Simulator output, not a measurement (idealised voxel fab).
process module | voxel wiring stack
cross-section cut | 245 nm wide | cells 5 nm
A cross-section is a grid of square cells, given in bands from the top down. A band is one or more rows of cells.
Each band's line starts with the height of the band's top and of its bottom, in nm. Then come its materials from left to right, each with its width in nm. One material with "throughout" fills the band from edge to edge. "air" is empty space.
Height 0 is the level under which the wafer as received is all one material. The lowest band goes on downwards, as in "0 down".
A width such as "30 to 40" changes by the same amount from each row of cells to the next, from the band's top row to its bottom row.
"no change" after a step means that no cell of the cross-section changed.
closed voids: empty space of 8 cells or more with no open way to the top, each as width x height at its distance from the left edge, in nm
after a step's settings: what the simulator itself notes on the step
overlay nm, on a step with a mask: how far to the right of its planned place the mask lay; to the left if negative
Each pair below shows a cross-section before one step and the cross-section after it, down to the lowest band that changed. The line under each pair gives the step between them, with its settings. The pairs can come from different runs of this module on the same starting wafer, so a pair continues from the pair above only where its "before" says so.
before
  0 down: Si throughout
  closed voids: none
after
  15 to 0: SiO2 throughout
  below 0: unchanged
  closed voids: none
the step between: op CONFORMAL_DEP | material SiO2 | thk nm 15
before: the cross-section after the pair above
after
  20 to 15: SiN throughout
  below 15: unchanged
  closed voids: none
the step between: op CONFORMAL_DEP | material SiN | thk nm 5
before: the cross-section after the pair above
after
  40 to 20: SiO2 throughout
  below 20: unchanged
  closed voids: none
the step between: op DIRECTIONAL_DEP | material SiO2 | thk nm 20
before: the cross-section after the pair above
after
  55 to 40: aC throughout
  below 40: unchanged
  closed voids: none
the step between: op DIRECTIONAL_DEP | material aC | thk nm 15
before: the cross-section after the pair above
after
  85 to 55: resist 45 | air 20 | resist 25 | air 20 | resist 25 | air 20 | resist 25 | air 20 | resist 45
  below 55: unchanged
  closed voids: none
the step between: op PATTERN | tone open | mask id METAL_1 | material resist | width nm 20 | pitch nm 45 | thk nm 30 | overlay nm 0
before: the cross-section after the pair above
after
  70 to 55: resist 45 | air 20 | resist 25 | air 20 | resist 25 | air 20 | resist 25 | air 20 | resist 45
  55 to 40: aC 45 | air 20 | aC 25 | air 20 | aC 25 | air 20 | aC 25 | air 20 | aC 45
  below 40: unchanged
  closed voids: none
the step between: op DIRECTIONAL_ETCH | etch materials aC | depth nm 15
before: the cross-section after the pair above
after
  55 to 40: aC 45 | air 20 | aC 25 | air 20 | aC 25 | air 20 | aC 25 | air 20 | aC 45
  below 40: unchanged
  closed voids: none
the step between: op STRIP | etch materials resist
before: the cross-section after the pair above
after
  55 to 40: aC 45 | air 20 | aC 25 | air 20 | aC 25 | air 20 | aC 25 | air 20 | aC 45
  40 to 20: SiO2 45 | air 20 | SiO2 25 | air 20 | SiO2 25 | air 20 | SiO2 25 | air 20 | SiO2 45
  below 20: unchanged
  closed voids: none
the step between: op DIRECTIONAL_ETCH | etch materials SiO2 | depth nm 20
before: the cross-section after the pair above
after
  55 to 40: aC 45 | air 20 | aC 25 | air 20 | aC 25 | air 20 | aC 25 | air 20 | aC 45
  40 to 20: SiO2 45 | air 20 | SiO2 25 | air 20 | SiO2 25 | air 20 | SiO2 25 | air 20 | SiO2 45
  20 to 15: SiN 45 | air 20 | SiN 25 | air 20 | SiN 25 | air 20 | SiN 25 | air 20 | SiN 45
  below 15: unchanged
  closed voids: none
the step between: op DIRECTIONAL_ETCH | etch materials SiN | depth nm 5
before: the cross-section after the pair above
after
  40 to 20: SiO2 45 | air 20 | SiO2 25 | air 20 | SiO2 25 | air 20 | SiO2 25 | air 20 | SiO2 45
  below 20: unchanged
  closed voids: none
the step between: op STRIP | etch materials aC
before: the cross-section after the pair above
after
  45 to 40: TiN 50 | air 10 | TiN 35 | air 10 | TiN 35 | air 10 | TiN 35 | air 10 | TiN 50
  40 to 20: SiO2 45 | TiN 5 | air 10 | TiN 5 | SiO2 25 | TiN 5 | air 10 | TiN 5 | SiO2 25 | TiN 5 | air 10 | TiN 5 | SiO2 25 | TiN 5 | air 10 | TiN 5 | SiO2 45
  20 to 15: SiN 45 | TiN 20 | SiN 25 | TiN 20 | SiN 25 | TiN 20 | SiN 25 | TiN 20 | SiN 45
  below 15: unchanged
  closed voids: none
the step between: op CONFORMAL_DEP | material TiN | thk nm 5
before: the cross-section after the pair above
after
  55 to 45: W throughout
  45 to 40: TiN 50 | W 10 | TiN 35 | W 10 | TiN 35 | W 10 | TiN 35 | W 10 | TiN 50
  40 to 20: SiO2 45 | TiN 5 | W 10 | TiN 5 | SiO2 25 | TiN 5 | W 10 | TiN 5 | SiO2 25 | TiN 5 | W 10 | TiN 5 | SiO2 25 | TiN 5 | W 10 | TiN 5 | SiO2 45
  below 20: unchanged
  closed voids: none
the step between: op FILL_DEP | material W | thk nm 10
before: the cross-section after the pair above
after
  40 to 20: SiO2 45 | TiN 5 | W 10 | TiN 5 | SiO2 25 | TiN 5 | W 10 | TiN 5 | SiO2 25 | TiN 5 | W 10 | TiN 5 | SiO2 25 | TiN 5 | W 10 | TiN 5 | SiO2 45
  below 20: unchanged
  closed voids: none
the step between: op CMP | height nm 40
before: the cross-section after the pair above
after
  45 to 40: air 40 | Ru 30 | air 15 | Ru 30 | air 15 | Ru 30 | air 15 | Ru 30 | air 40
  below 40: unchanged
  closed voids: none
the step between: op EPI | material Ru | thk nm 5
before: the cross-section after the pair above
after
  50 to 45: SiCN throughout
  45 to 40: SiCN 40 | Ru 30 | SiCN 15 | Ru 30 | SiCN 15 | Ru 30 | SiCN 15 | Ru 30 | SiCN 40
  below 40: unchanged
  closed voids: none
the step between: op FILL_DEP | material SiCN | thk nm 5
before: the cross-section after the pair above
after
  80 to 50: lowk throughout
  below 50: unchanged
  closed voids: none
the step between: op DIRECTIONAL_DEP | material lowk | thk nm 30
before: the cross-section after the pair above
after
  95 to 80: resist 45 | air 20 | resist 25 | air 20 | resist 25 | air 20 | resist 25 | air 20 | resist 45
  below 80: unchanged
  closed voids: none
the step between: op PATTERN | tone open | mask id METAL_2 | material resist | width nm 20 | pitch nm 45 | thk nm 15 | overlay nm 0
before: the cross-section after the pair above
after
  95 to 80: resist 45 | air 20 | resist 25 | air 20 | resist 25 | air 20 | resist 25 | air 20 | resist 45
  80 to 65: lowk 45 | air 20 | lowk 25 | air 20 | lowk 25 | air 20 | lowk 25 | air 20 | lowk 45
  below 65: unchanged
  closed voids: none
the step between: op DIRECTIONAL_ETCH | etch materials lowk | depth nm 15
before: the cross-section after the pair above
after
  80 to 65: lowk 45 | air 20 | lowk 25 | air 20 | lowk 25 | air 20 | lowk 25 | air 20 | lowk 45
  below 65: unchanged
  closed voids: none
the step between: op STRIP | etch materials resist
before: the cross-section after the pair above
after
  90 to 80: aC 45 | air 20 | aC 25 | air 20 | aC 25 | air 20 | aC 25 | air 20 | aC 45
  80 to 75: lowk 45 | air 20 | lowk 25 | air 20 | lowk 25 | air 20 | lowk 25 | air 20 | lowk 45
  75 to 65: lowk 45 | aC 20 | lowk 25 | aC 20 | lowk 25 | aC 20 | lowk 25 | aC 20 | lowk 45
  below 65: unchanged
  closed voids: none
the step between: op DIRECTIONAL_DEP | material aC | thk nm 10
before: the cross-section after the pair above
after
  120 to 90: resist 45 | air 15 | resist 30 | air 15 | resist 30 | air 15 | resist 30 | air 15 | resist 50
  90 to 80: aC 45 | air 15 | resist 5 | aC 25 | air 15 | resist 5 | aC 25 | air 15 | resist 5 | aC 25 | air 15 | resist 5 | aC 45
  80 to 75: lowk 45 | air 15 | resist 5 | lowk 25 | air 15 | resist 5 | lowk 25 | air 15 | resist 5 | lowk 25 | air 15 | resist 5 | lowk 45
  below 75: unchanged
  closed voids: none
the step between: op PATTERN | tone open | mask id METAL_2_HOLES | material resist | width nm 15 | pitch nm 45 | thk nm 30 | overlay nm 0
before: the cross-section after the pair above
after
  110 to 90: resist 45 | air 15 | resist 30 | air 15 | resist 30 | air 15 | resist 30 | air 15 | resist 50
  90 to 80: aC 45 | air 15 | resist 5 | aC 25 | air 15 | resist 5 | aC 25 | air 15 | resist 5 | aC 25 | air 15 | resist 5 | aC 45
  80 to 75: lowk 45 | air 15 | resist 5 | lowk 25 | air 15 | resist 5 | lowk 25 | air 15 | resist 5 | lowk 25 | air 15 | resist 5 | lowk 45
  75 to 65: lowk 45 | air 15 | aC 5 | lowk 25 | air 15 | aC 5 | lowk 25 | air 15 | aC 5 | lowk 25 | air 15 | aC 5 | lowk 45
  below 65: unchanged
  closed voids: none
the step between: op DIRECTIONAL_ETCH | etch materials aC | depth nm 10
before: the cross-section after the pair above
after
  90 to 80: aC 45 | air 20 | aC 25 | air 20 | aC 25 | air 20 | aC 25 | air 20 | aC 45
  80 to 75: lowk 45 | air 20 | lowk 25 | air 20 | lowk 25 | air 20 | lowk 25 | air 20 | lowk 45
  below 75: unchanged
  closed voids: none
the step between: op STRIP | etch materials resist
before: the cross-section after the pair above
after
  90 to 80: aC 45 | air 20 | aC 25 | air 20 | aC 25 | air 20 | aC 25 | air 20 | aC 45
  80 to 75: lowk 45 | air 20 | lowk 25 | air 20 | lowk 25 | air 20 | lowk 25 | air 20 | lowk 45
  75 to 65: lowk 45 | air 15 | aC 5 | lowk 25 | air 15 | aC 5 | lowk 25 | air 15 | aC 5 | lowk 25 | air 15 | aC 5 | lowk 45
  65 to 50: lowk 45 | air 15 | lowk 30 | air 15 | lowk 30 | air 15 | lowk 30 | air 15 | lowk 50
  below 50: unchanged
  closed voids: none
the step between: op DIRECTIONAL_ETCH | etch materials lowk | depth nm 15
before: the cross-section after the pair above
after
  90 to 80: aC 45 | air 20 | aC 25 | air 20 | aC 25 | air 20 | aC 25 | air 20 | aC 45
  80 to 75: lowk 45 | air 20 | lowk 25 | air 20 | lowk 25 | air 20 | lowk 25 | air 20 | lowk 45
  75 to 65: lowk 45 | air 15 | aC 5 | lowk 25 | air 15 | aC 5 | lowk 25 | air 15 | aC 5 | lowk 25 | air 15 | aC 5 | lowk 45
  65 to 50: lowk 45 | air 15 | lowk 30 | air 15 | lowk 30 | air 15 | lowk 30 | air 15 | lowk 50
  50 to 45: SiCN 45 | air 15 | SiCN 30 | air 15 | SiCN 30 | air 15 | SiCN 30 | air 15 | SiCN 50
  below 45: unchanged
  closed voids: none
the step between: op DIRECTIONAL_ETCH | etch materials SiCN | depth nm 5
before: the cross-section after the pair above
after
  80 to 65: lowk 45 | air 20 | lowk 25 | air 20 | lowk 25 | air 20 | lowk 25 | air 20 | lowk 45
  below 65: unchanged
  closed voids: none
the step between: op STRIP | etch materials aC
before: the cross-section after the pair above
after
  85 to 80: TiN 50 | air 10 | TiN 35 | air 10 | TiN 35 | air 10 | TiN 35 | air 10 | TiN 50
  80 to 70: lowk 45 | TiN 5 | air 10 | TiN 5 | lowk 25 | TiN 5 | air 10 | TiN 5 | lowk 25 | TiN 5 | air 10 | TiN 5 | lowk 25 | TiN 5 | air 10 | TiN 5 | lowk 45
  70 to 65: lowk 45 | TiN 5 | air 5 | TiN 10 | lowk 25 | TiN 5 | air 5 | TiN 10 | lowk 25 | TiN 5 | air 5 | TiN 10 | lowk 25 | TiN 5 | air 5 | TiN 10 | lowk 45
  65 to 50: lowk 45 | TiN 5 | air 5 | TiN 5 | lowk 30 | TiN 5 | air 5 | TiN 5 | lowk 30 | TiN 5 | air 5 | TiN 5 | lowk 30 | TiN 5 | air 5 | TiN 5 | lowk 50
  50 to 45: SiCN 45 | TiN 15 | SiCN 30 | TiN 15 | SiCN 30 | TiN 15 | SiCN 30 | TiN 15 | SiCN 50
  below 45: unchanged
  closed voids: none
the step between: op CONFORMAL_DEP | material TiN | thk nm 5
before: the cross-section after the pair above
after
  90 to 85: Ru throughout
  85 to 80: TiN 50 | Ru 10 | TiN 35 | Ru 10 | TiN 35 | Ru 10 | TiN 35 | Ru 10 | TiN 50
  80 to 70: lowk 45 | TiN 5 | Ru 10 | TiN 5 | lowk 25 | TiN 5 | Ru 10 | TiN 5 | lowk 25 | TiN 5 | Ru 10 | TiN 5 | lowk 25 | TiN 5 | Ru 10 | TiN 5 | lowk 45
  70 to 65: lowk 45 | TiN 5 | Ru 5 | TiN 10 | lowk 25 | TiN 5 | Ru 5 | TiN 10 | lowk 25 | TiN 5 | Ru 5 | TiN 10 | lowk 25 | TiN 5 | Ru 5 | TiN 10 | lowk 45
  65 to 50: lowk 45 | TiN 5 | Ru 5 | TiN 5 | lowk 30 | TiN 5 | Ru 5 | TiN 5 | lowk 30 | TiN 5 | Ru 5 | TiN 5 | lowk 30 | TiN 5 | Ru 5 | TiN 5 | lowk 50
  below 50: unchanged
  closed voids: none
the step between: op FILL_DEP | material Ru | thk nm 5
before: the cross-section after the pair above
after
  80 to 70: lowk 45 | TiN 5 | Ru 10 | TiN 5 | lowk 25 | TiN 5 | Ru 10 | TiN 5 | lowk 25 | TiN 5 | Ru 10 | TiN 5 | lowk 25 | TiN 5 | Ru 10 | TiN 5 | lowk 45
  below 70: unchanged
  closed voids: none
the step between: op CMP | height nm 80
before: the cross-section after the pair above
after
  85 to 80: SiCN throughout
  below 80: unchanged
  closed voids: none
the step between: op CONFORMAL_DEP | material SiCN | thk nm 5
before: the cross-section after the pair above
after
  115 to 85: lowk throughout
  below 85: unchanged
  closed voids: none
the step between: op DIRECTIONAL_DEP | material lowk | thk nm 30
before: the cross-section after the pair above
after
  115 to 85: lowk 45 | air 15 | lowk 30 | air 15 | lowk 30 | air 15 | lowk 30 | air 15 | lowk 50
  below 85: unchanged
  closed voids: none
the step between: op MASKED_ETCH | tone open | mask id METAL_3_HOLES | width nm 15 | pitch nm 45 | etch materials lowk | depth nm 30 | overlay nm 0
before: the cross-section after the pair above
after
  115 to 100: lowk 45 | air 20 | lowk 25 | air 20 | lowk 25 | air 20 | lowk 25 | air 20 | lowk 45
  below 100: unchanged
  closed voids: none
the step between: op MASKED_ETCH | tone open | mask id METAL_3 | width nm 20 | pitch nm 45 | etch materials lowk | depth nm 15 | overlay nm 0
before: the cross-section after the pair above
after
  115 to 100: lowk 45 | air 20 | lowk 25 | air 20 | lowk 25 | air 20 | lowk 25 | air 20 | lowk 45
  100 to 85: lowk 45 | air 15 | lowk 30 | air 15 | lowk 30 | air 15 | lowk 30 | air 15 | lowk 50
  85 to 80: SiCN 45 | air 15 | SiCN 30 | air 15 | SiCN 30 | air 15 | SiCN 30 | air 15 | SiCN 50
  below 80: unchanged
  closed voids: none
the step between: op MASKED_ETCH | tone open | mask id METAL_3 | width nm 20 | pitch nm 45 | etch materials SiCN | depth nm 5 | overlay nm 0
before: the cross-section after the pair above
after
  120 to 115: TiN 50 | air 10 | TiN 35 | air 10 | TiN 35 | air 10 | TiN 35 | air 10 | TiN 50
  115 to 105: lowk 45 | TiN 5 | air 10 | TiN 5 | lowk 25 | TiN 5 | air 10 | TiN 5 | lowk 25 | TiN 5 | air 10 | TiN 5 | lowk 25 | TiN 5 | air 10 | TiN 5 | lowk 45
  105 to 100: lowk 45 | TiN 5 | air 5 | TiN 10 | lowk 25 | TiN 5 | air 5 | TiN 10 | lowk 25 | TiN 5 | air 5 | TiN 10 | lowk 25 | TiN 5 | air 5 | TiN 10 | lowk 45
  100 to 85: lowk 45 | TiN 5 | air 5 | TiN 5 | lowk 30 | TiN 5 | air 5 | TiN 5 | lowk 30 | TiN 5 | air 5 | TiN 5 | lowk 30 | TiN 5 | air 5 | TiN 5 | lowk 50
  85 to 80: SiCN 45 | TiN 15 | SiCN 30 | TiN 15 | SiCN 30 | TiN 15 | SiCN 30 | TiN 15 | SiCN 50
  below 80: unchanged
  closed voids: none
the step between: op CONFORMAL_DEP | material TiN | thk nm 5
before: the cross-section after the pair above
after
  130 to 120: Ru throughout
  120 to 115: TiN 50 | Ru 10 | TiN 35 | Ru 10 | TiN 35 | Ru 10 | TiN 35 | Ru 10 | TiN 50
  115 to 105: lowk 45 | TiN 5 | Ru 10 | TiN 5 | lowk 25 | TiN 5 | Ru 10 | TiN 5 | lowk 25 | TiN 5 | Ru 10 | TiN 5 | lowk 25 | TiN 5 | Ru 10 | TiN 5 | lowk 45
  105 to 100: lowk 45 | TiN 5 | Ru 5 | TiN 10 | lowk 25 | TiN 5 | Ru 5 | TiN 10 | lowk 25 | TiN 5 | Ru 5 | TiN 10 | lowk 25 | TiN 5 | Ru 5 | TiN 10 | lowk 45
  100 to 85: lowk 45 | TiN 5 | Ru 5 | TiN 5 | lowk 30 | TiN 5 | Ru 5 | TiN 5 | lowk 30 | TiN 5 | Ru 5 | TiN 5 | lowk 30 | TiN 5 | Ru 5 | TiN 5 | lowk 50
  below 85: unchanged
  closed voids: none
the step between: op FILL_DEP | material Ru | thk nm 10
before: the cross-section after the pair above
after
  115 to 105: lowk 45 | TiN 5 | Ru 10 | TiN 5 | lowk 25 | TiN 5 | Ru 10 | TiN 5 | lowk 25 | TiN 5 | Ru 10 | TiN 5 | lowk 25 | TiN 5 | Ru 10 | TiN 5 | lowk 45
  below 105: unchanged
  closed voids: none
the step between: op CMP | height nm 115
before: the cross-section after the pair above
after
  120 to 115: SiCN throughout
  below 115: unchanged
  closed voids: none
the step between: op CONFORMAL_DEP | material SiCN | thk nm 5
before: the cross-section after the pair above
after
  155 to 120: SiO2 throughout
  below 120: unchanged
  closed voids: none
the step between: op DIRECTIONAL_DEP | material SiO2 | thk nm 35
before: the cross-section after the pair above
after
  165 to 155: aC throughout
  below 155: unchanged
  closed voids: none
the step between: op DIRECTIONAL_DEP | material aC | thk nm 10
before: the cross-section after the pair above
after
  190 to 165: resist 45 | air 20 | resist 25 | air 20 | resist 25 | air 20 | resist 25 | air 20 | resist 45
  below 165: unchanged
  closed voids: none
the step between: op PATTERN | tone open | mask id METAL_4 | material resist | width nm 20 | pitch nm 45 | thk nm 25 | overlay nm 0
before: the cross-section after the pair above
after
  180 to 165: resist 45 | air 20 | resist 25 | air 20 | resist 25 | air 20 | resist 25 | air 20 | resist 45
  165 to 155: aC 45 | air 20 | aC 25 | air 20 | aC 25 | air 20 | aC 25 | air 20 | aC 45
  below 155: unchanged
  closed voids: none
the step between: op DIRECTIONAL_ETCH | etch materials aC | depth nm 10
before: the cross-section after the pair above
after
  165 to 155: aC 45 | air 20 | aC 25 | air 20 | aC 25 | air 20 | aC 25 | air 20 | aC 45
  below 155: unchanged
  closed voids: none
the step between: op STRIP | etch materials resist
before: the cross-section after the pair above
after
  165 to 155: aC 45 | air 20 | aC 25 | air 20 | aC 25 | air 20 | aC 25 | air 20 | aC 45
  155 to 135: SiO2 45 | air 20 | SiO2 25 | air 20 | SiO2 25 | air 20 | SiO2 25 | air 20 | SiO2 45
  below 135: unchanged
  closed voids: none
the step between: op DIRECTIONAL_ETCH | etch materials SiO2 | depth nm 20
before: the cross-section after the pair above
after
  155 to 135: SiO2 45 | air 20 | SiO2 25 | air 20 | SiO2 25 | air 20 | SiO2 25 | air 20 | SiO2 45
  below 135: unchanged
  closed voids: none
the step between: op STRIP | etch materials aC
before: the cross-section after the pair above
after
  155 to 135: SiO2 45 | air 20 | SiO2 25 | air 20 | SiO2 25 | air 20 | SiO2 25 | air 20 | SiO2 45
  135 to 120: SiO2 45 | air 15 | SiO2 30 | air 15 | SiO2 30 | air 15 | SiO2 30 | air 15 | SiO2 50
  below 120: unchanged
  closed voids: none
the step between: op MASKED_ETCH | tone open | mask id METAL_4_HOLES | width nm 15 | pitch nm 45 | etch materials SiO2 | depth nm 15 | overlay nm 0
before: the cross-section after the pair above
after
  155 to 135: SiO2 45 | air 20 | SiO2 25 | air 20 | SiO2 25 | air 20 | SiO2 25 | air 20 | SiO2 45
  135 to 120: SiO2 45 | air 15 | SiO2 30 | air 15 | SiO2 30 | air 15 | SiO2 30 | air 15 | SiO2 50
  120 to 115: SiCN 45 | air 15 | SiCN 30 | air 15 | SiCN 30 | air 15 | SiCN 30 | air 15 | SiCN 50
  below 115: unchanged
  closed voids: none
the step between: op MASKED_ETCH | tone open | mask id METAL_4_HOLES | width nm 15 | pitch nm 45 | etch materials SiCN | depth nm 5 | overlay nm 0
before: the cross-section after the pair above
after
  160 to 155: TiN 50 | air 10 | TiN 35 | air 10 | TiN 35 | air 10 | TiN 35 | air 10 | TiN 50
  155 to 140: SiO2 45 | TiN 5 | air 10 | TiN 5 | SiO2 25 | TiN 5 | air 10 | TiN 5 | SiO2 25 | TiN 5 | air 10 | TiN 5 | SiO2 25 | TiN 5 | air 10 | TiN 5 | SiO2 45
  140 to 135: SiO2 45 | TiN 5 | air 5 | TiN 10 | SiO2 25 | TiN 5 | air 5 | TiN 10 | SiO2 25 | TiN 5 | air 5 | TiN 10 | SiO2 25 | TiN 5 | air 5 | TiN 10 | SiO2 45
  135 to 120: SiO2 45 | TiN 5 | air 5 | TiN 5 | SiO2 30 | TiN 5 | air 5 | TiN 5 | SiO2 30 | TiN 5 | air 5 | TiN 5 | SiO2 30 | TiN 5 | air 5 | TiN 5 | SiO2 50
  120 to 115: SiCN 45 | TiN 15 | SiCN 30 | TiN 15 | SiCN 30 | TiN 15 | SiCN 30 | TiN 15 | SiCN 50
  below 115: unchanged
  closed voids: none
the step between: op CONFORMAL_DEP | material TiN | thk nm 5
before: the cross-section after the pair above
after
  165 to 160: Cu throughout
  160 to 155: TiN 50 | Cu 10 | TiN 35 | Cu 10 | TiN 35 | Cu 10 | TiN 35 | Cu 10 | TiN 50
  155 to 140: SiO2 45 | TiN 5 | Cu 10 | TiN 5 | SiO2 25 | TiN 5 | Cu 10 | TiN 5 | SiO2 25 | TiN 5 | Cu 10 | TiN 5 | SiO2 25 | TiN 5 | Cu 10 | TiN 5 | SiO2 45
  140 to 135: SiO2 45 | TiN 5 | Cu 5 | TiN 10 | SiO2 25 | TiN 5 | Cu 5 | TiN 10 | SiO2 25 | TiN 5 | Cu 5 | TiN 10 | SiO2 25 | TiN 5 | Cu 5 | TiN 10 | SiO2 45
  135 to 120: SiO2 45 | TiN 5 | Cu 5 | TiN 5 | SiO2 30 | TiN 5 | Cu 5 | TiN 5 | SiO2 30 | TiN 5 | Cu 5 | TiN 5 | SiO2 30 | TiN 5 | Cu 5 | TiN 5 | SiO2 50
  below 120: unchanged
  closed voids: none
the step between: op FILL_DEP | material Cu | thk nm 5
before: the cross-section after the pair above
after
  155 to 140: SiO2 45 | TiN 5 | Cu 10 | TiN 5 | SiO2 25 | TiN 5 | Cu 10 | TiN 5 | SiO2 25 | TiN 5 | Cu 10 | TiN 5 | SiO2 25 | TiN 5 | Cu 10 | TiN 5 | SiO2 45
  below 140: unchanged
  closed voids: none
the step between: op CMP | height nm 155
before: the cross-section after the pair above
after
  160 to 155: SiN throughout
  below 155: unchanged
  closed voids: none
the step between: op CONFORMAL_DEP | material SiN | thk nm 5
before
  45 to 40: air 40 | Ru 30 | air 15 | Ru 30 | air 15 | Ru 30 | air 15 | Ru 30 | air 40
  40 to 20: SiO2 45 | TiN 5 | W 10 | TiN 5 | SiO2 25 | TiN 5 | W 10 | TiN 5 | SiO2 25 | TiN 5 | W 10 | TiN 5 | SiO2 25 | TiN 5 | W 10 | TiN 5 | SiO2 45
  20 to 15: SiN 45 | TiN 20 | SiN 25 | TiN 20 | SiN 25 | TiN 20 | SiN 25 | TiN 20 | SiN 45
  15 to 0: SiO2 throughout
  0 down: Si throughout
  closed voids: none
after
  75 to 70: air 40 | lowk 30 | air 15 | lowk 30 | air 15 | lowk 30 | air 15 | lowk 30 | air 40
  70 to 45: lowk throughout
  45 to 40: lowk 40 | Ru 30 | lowk 15 | Ru 30 | lowk 15 | Ru 30 | lowk 15 | Ru 30 | lowk 40
  below 40: unchanged
  closed voids: none
the step between: op DIRECTIONAL_DEP | material lowk | thk nm 30
before: the cross-section after the pair above
after
  90 to 75: resist 45 | air 20 | resist 25 | air 20 | resist 25 | air 20 | resist 25 | air 20 | resist 45
  75 to 70: resist 40 | lowk 30 | resist 15 | lowk 30 | resist 15 | lowk 30 | resist 15 | lowk 30 | resist 40
  below 70: unchanged
  closed voids: none
the step between: op PATTERN | tone open | mask id METAL_2 | material resist | width nm 20 | pitch nm 45 | thk nm 15 | overlay nm 0
before: the cross-section after the pair above
after
  90 to 75: resist 45 | air 20 | resist 25 | air 20 | resist 25 | air 20 | resist 25 | air 20 | resist 45
  75 to 70: resist 40 | lowk 5 | air 20 | lowk 5 | resist 15 | lowk 5 | air 20 | lowk 5 | resist 15 | lowk 5 | air 20 | lowk 5 | resist 15 | lowk 5 | air 20 | lowk 5 | resist 40
  70 to 60: lowk 45 | air 20 | lowk 25 | air 20 | lowk 25 | air 20 | lowk 25 | air 20 | lowk 45
  below 60: unchanged
  closed voids: none
the step between: op DIRECTIONAL_ETCH | etch materials lowk | depth nm 15
before: the cross-section after the pair above
after
  75 to 70: air 40 | lowk 5 | air 20 | lowk 5 | air 15 | lowk 5 | air 20 | lowk 5 | air 15 | lowk 5 | air 20 | lowk 5 | air 15 | lowk 5 | air 20 | lowk 5 | air 40
  below 70: unchanged
  closed voids: none
the step between: op STRIP | etch materials resist
before: the cross-section after the pair above
after
  85 to 80: air 40 | aC 5 | air 20 | aC 5 | air 15 | aC 5 | air 20 | aC 5 | air 15 | aC 5 | air 20 | aC 5 | air 15 | aC 5 | air 20 | aC 5 | air 40
  80 to 75: aC 45 | air 20 | aC 25 | air 20 | aC 25 | air 20 | aC 25 | air 20 | aC 45
  75 to 70: aC 40 | lowk 5 | air 20 | lowk 5 | aC 15 | lowk 5 | air 20 | lowk 5 | aC 15 | lowk 5 | air 20 | lowk 5 | aC 15 | lowk 5 | air 20 | lowk 5 | aC 40
  70 to 60: lowk 45 | aC 20 | lowk 25 | aC 20 | lowk 25 | aC 20 | lowk 25 | aC 20 | lowk 45
  below 60: unchanged
  closed voids: none
the step between: op DIRECTIONAL_DEP | material aC | thk nm 10
before: the cross-section after the pair above
after
  115 to 85: resist 45 | air 15 | resist 30 | air 15 | resist 30 | air 15 | resist 30 | air 15 | resist 50
  85 to 80: resist 40 | aC 5 | air 15 | resist 5 | aC 5 | resist 15 | aC 5 | air 15 | resist 5 | aC 5 | resist 15 | aC 5 | air 15 | resist 5 | aC 5 | resist 15 | aC 5 | air 15 | resist 5 | aC 5 | resist 40
  80 to 75: aC 45 | air 15 | resist 5 | aC 25 | air 15 | resist 5 | aC 25 | air 15 | resist 5 | aC 25 | air 15 | resist 5 | aC 45
  75 to 70: aC 40 | lowk 5 | air 15 | resist 5 | lowk 5 | aC 15 | lowk 5 | air 15 | resist 5 | lowk 5 | aC 15 | lowk 5 | air 15 | resist 5 | lowk 5 | aC 15 | lowk 5 | air 15 | resist 5 | lowk 5 | aC 40
  below 70: unchanged
  closed voids: none
the step between: op PATTERN | tone open | mask id METAL_2_HOLES | material resist | width nm 15 | pitch nm 45 | thk nm 30 | overlay nm 0
before: the cross-section after the pair above
after
  105 to 85: resist 45 | air 15 | resist 30 | air 15 | resist 30 | air 15 | resist 30 | air 15 | resist 50
  85 to 80: resist 40 | aC 5 | air 15 | resist 5 | aC 5 | resist 15 | aC 5 | air 15 | resist 5 | aC 5 | resist 15 | aC 5 | air 15 | resist 5 | aC 5 | resist 15 | aC 5 | air 15 | resist 5 | aC 5 | resist 40
  80 to 75: aC 45 | air 15 | resist 5 | aC 25 | air 15 | resist 5 | aC 25 | air 15 | resist 5 | aC 25 | air 15 | resist 5 | aC 45
  75 to 70: aC 40 | lowk 5 | air 15 | resist 5 | lowk 5 | aC 15 | lowk 5 | air 15 | resist 5 | lowk 5 | aC 15 | lowk 5 | air 15 | resist 5 | lowk 5 | aC 15 | lowk 5 | air 15 | resist 5 | lowk 5 | aC 40
  70 to 60: lowk 45 | air 15 | aC 5 | lowk 25 | air 15 | aC 5 | lowk 25 | air 15 | aC 5 | lowk 25 | air 15 | aC 5 | lowk 45
  below 60: unchanged
  closed voids: none
the step between: op DIRECTIONAL_ETCH | etch materials aC | depth nm 10
before: the cross-section after the pair above
after
  85 to 80: air 40 | aC 5 | air 20 | aC 5 | air 15 | aC 5 | air 20 | aC 5 | air 15 | aC 5 | air 20 | aC 5 | air 15 | aC 5 | air 20 | aC 5 | air 40
  80 to 75: aC 45 | air 20 | aC 25 | air 20 | aC 25 | air 20 | aC 25 | air 20 | aC 45
  75 to 70: aC 40 | lowk 5 | air 20 | lowk 5 | aC 15 | lowk 5 | air 20 | lowk 5 | aC 15 | lowk 5 | air 20 | lowk 5 | aC 15 | lowk 5 | air 20 | lowk 5 | aC 40
  below 70: unchanged
  closed voids: none
the step between: op STRIP | etch materials resist
before: the cross-section after the pair above
after
  85 to 80: air 40 | aC 5 | air 20 | aC 5 | air 15 | aC 5 | air 20 | aC 5 | air 15 | aC 5 | air 20 | aC 5 | air 15 | aC 5 | air 20 | aC 5 | air 40
  80 to 75: aC 45 | air 20 | aC 25 | air 20 | aC 25 | air 20 | aC 25 | air 20 | aC 45
  75 to 70: aC 40 | lowk 5 | air 20 | lowk 5 | aC 15 | lowk 5 | air 20 | lowk 5 | aC 15 | lowk 5 | air 20 | lowk 5 | aC 15 | lowk 5 | air 20 | lowk 5 | aC 40
  70 to 60: lowk 45 | air 15 | aC 5 | lowk 25 | air 15 | aC 5 | lowk 25 | air 15 | aC 5 | lowk 25 | air 15 | aC 5 | lowk 45
  60 to 45: lowk 45 | air 15 | lowk 30 | air 15 | lowk 30 | air 15 | lowk 30 | air 15 | lowk 50
  below 45: unchanged
  closed voids: none
the step between: op DIRECTIONAL_ETCH | etch materials lowk | depth nm 15
before: the cross-section after the pair above
after
  75 to 70: air 40 | lowk 5 | air 20 | lowk 5 | air 15 | lowk 5 | air 20 | lowk 5 | air 15 | lowk 5 | air 20 | lowk 5 | air 15 | lowk 5 | air 20 | lowk 5 | air 40
  70 to 60: lowk 45 | air 20 | lowk 25 | air 20 | lowk 25 | air 20 | lowk 25 | air 20 | lowk 45
  below 60: unchanged
  closed voids: none
the step between: op STRIP | etch materials aC
